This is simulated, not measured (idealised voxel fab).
The following is a process module called voxel wiring stack.
The figure presents cross-section cut, which has a width of 285 nm and is divided into square cells with an edge length of 5 nm.
If you're reading a cross-section in this doc, picture square cells in a grid; it comes to you as bands, top ones listed first down to the bottom, and a band can be one or more rows of cells. For a band, the entry starts with two heights in nm, that of the top and then that of the bottom, and carries on with the band's materials in order from left to right, each alongside its width in nm; the word "everywhere" beside a single material means it fills the band edge to edge, and "empty" means empty space. Note: height 0 marks the level under which the wafer is uniformly one material as received. Lowest band unbounded below, written "from 0 down". With a width like "30..40", each row of cells in the band differs from the next by the same amount, the top row carrying the first number and the bottom row the second. The designation "all unchanged", where it is given for a processing step, indicates that no cell of the cross-section was altered in the course of that step. The list in "Enclosed void inventory" covers empty spaces of 8 cells or more that cannot reach the top through any open way, and it gives each as width x height at distance; the distance is from the left edge, and width, height and distance are in nm. Heads up: the bit after the settings on a step's line is the simulator's remark on that step. overlay nm: right-of-plan distance of the mask on a masked step; negative values mean left-of-plan.
-- Planned step list for the process
1. RECEIVE, material Si
2. CONFORMAL_DEP, material SiO2, thk nm 15
3. CONFORMAL_DEP, material SiCN, thk nm 5
4. DIRECTIONAL_DEP, material lowk, thk nm 15
5. DIRECTIONAL_DEP, material aC, thk nm 10
6. PATTERN, tone open, mask id METAL_1, material resist, width nm 20, pitch nm 50, thk nm 30, overlay nm 0
7. DIRECTIONAL_ETCH, etch materials aC, depth nm 10
8. STRIP, etch materials resist
9. DIRECTIONAL_ETCH, etch materials lowk, depth nm 15
10. DIRECTIONAL_ETCH, etch materials SiCN, depth nm 5
11. STRIP, etch materials aC
12. CONFORMAL_DEP, material TiN, thk nm 5
13. FILL_DEP, material Cu, thk nm 10
14. CMP, height nm 35
15. CONFORMAL_DEP, material SiCN, thk nm 5
16. DIRECTIONAL_DEP, material lowk, thk nm 30
17. PATTERN, tone open, mask id METAL_2_HOLES, material resist, width nm 15, pitch nm 50, thk nm 15, overlay nm 0
18. DIRECTIONAL_ETCH, etch materials lowk, depth nm 30
19. STRIP, etch materials resist
20. DIRECTIONAL_DEP, material aC, thk nm 15
21. PATTERN, tone open, mask id METAL_2, material resist, width nm 20, pitch nm 50, thk nm 35, overlay nm 0
22. DIRECTIONAL_ETCH, etch materials aC, depth nm 15
23. STRIP, etch materials resist
24. DIRECTIONAL_ETCH, etch materials lowk, depth nm 15
25. DIRECTIONAL_ETCH, etch materials SiCN, depth nm 5
26. STRIP, etch materials aC
27. CONFORMAL_DEP, material TiN, thk nm 5
28. FILL_DEP, material Cu, thk nm 5
29. CMP, height nm 70
30. CONFORMAL_DEP, material SiCN, thk nm 5
-- This is the cross-section of the wafer as we received it, i.e. after step 1
> from 0 down: Si everywhere
> Enclosed void inventory: none
-- The first of two wafers, cross-sectioned at the end of the module, with the run proceeding as planned
> from 75 to 70: SiCN everywhere
> from 70 to 60: lowk=80, TiN=5, Cu=10, TiN=5, lowk=30, TiN=5, Cu=10, TiN=5, lowk=30, TiN=5, Cu=10, TiN=5, lowk=85
> from 60 to 55: lowk=80, TiN=5, Cu=5, TiN=10, lowk=30, TiN=5, Cu=5, TiN=10, lowk=30, TiN=5, Cu=5, TiN=10, lowk=85
> from 55 to 40: lowk=80, TiN=5, Cu=5, TiN=5, lowk=35, TiN=5, Cu=5, TiN=5, lowk=35, TiN=5, Cu=5, TiN=5, lowk=90
> from 40 to 35: SiCN=80, TiN=15, SiCN=35, TiN=15, SiCN=35, TiN=15, SiCN=90
> from 35 to 20: lowk=80, TiN=5, Cu=10, TiN=5, lowk=30, TiN=5, Cu=10, TiN=5, lowk=30, TiN=5, Cu=10, TiN=5, lowk=85
> from 20 to 15: SiCN=80, TiN=20, SiCN=30, TiN=20, SiCN=30, TiN=20, SiCN=85
> from 15 to 0: SiO2 everywhere
> from 0 down: Si everywhere
> Enclosed void inventory: none
-- Cross-section, wafer two of two, end of module: same start and plan as wafer one, one error in execution
> from 75 to 70: SiCN everywhere
> from 70 to 45: lowk=75, TiN=5, Cu=15, TiN=5, lowk=25, TiN=5, Cu=15, TiN=5, lowk=25, TiN=5, Cu=15, TiN=5, lowk=85
> from 45 to 40: lowk=75, TiN=10, Cu=10, TiN=5, lowk=25, TiN=10, Cu=10, TiN=5, lowk=25, TiN=10, Cu=10, TiN=5, lowk=85
> from 40 to 35: SiCN=80, TiN=20, SiCN=30, TiN=20, SiCN=30, TiN=20, SiCN=85
> from 35 to 20: lowk=80, TiN=5, Cu=10, TiN=5, lowk=30, TiN=5, Cu=10, TiN=5, lowk=30, TiN=5, Cu=10, TiN=5, lowk=85
> from 20 to 15: SiCN=80, TiN=20, SiCN=30, TiN=20, SiCN=30, TiN=20, SiCN=85
> from 15 to 0: SiO2 everywhere
> from 0 down: Si everywhere
> Enclosed void inventory: none
Which mistake was made when the wafer was run? the process deviated at step 17: the operation and settings actually run there were PATTERN, tone open, mask id METAL_2_HOLES, material resist, width nm 25, pitch nm 50, thk nm 15, overlay nm 0
Wrapping up, a cell-based count of both wafers puts the second over or under the first for these materials: Cu +27 | SiCN -3 | TiN +3 | lowk -27
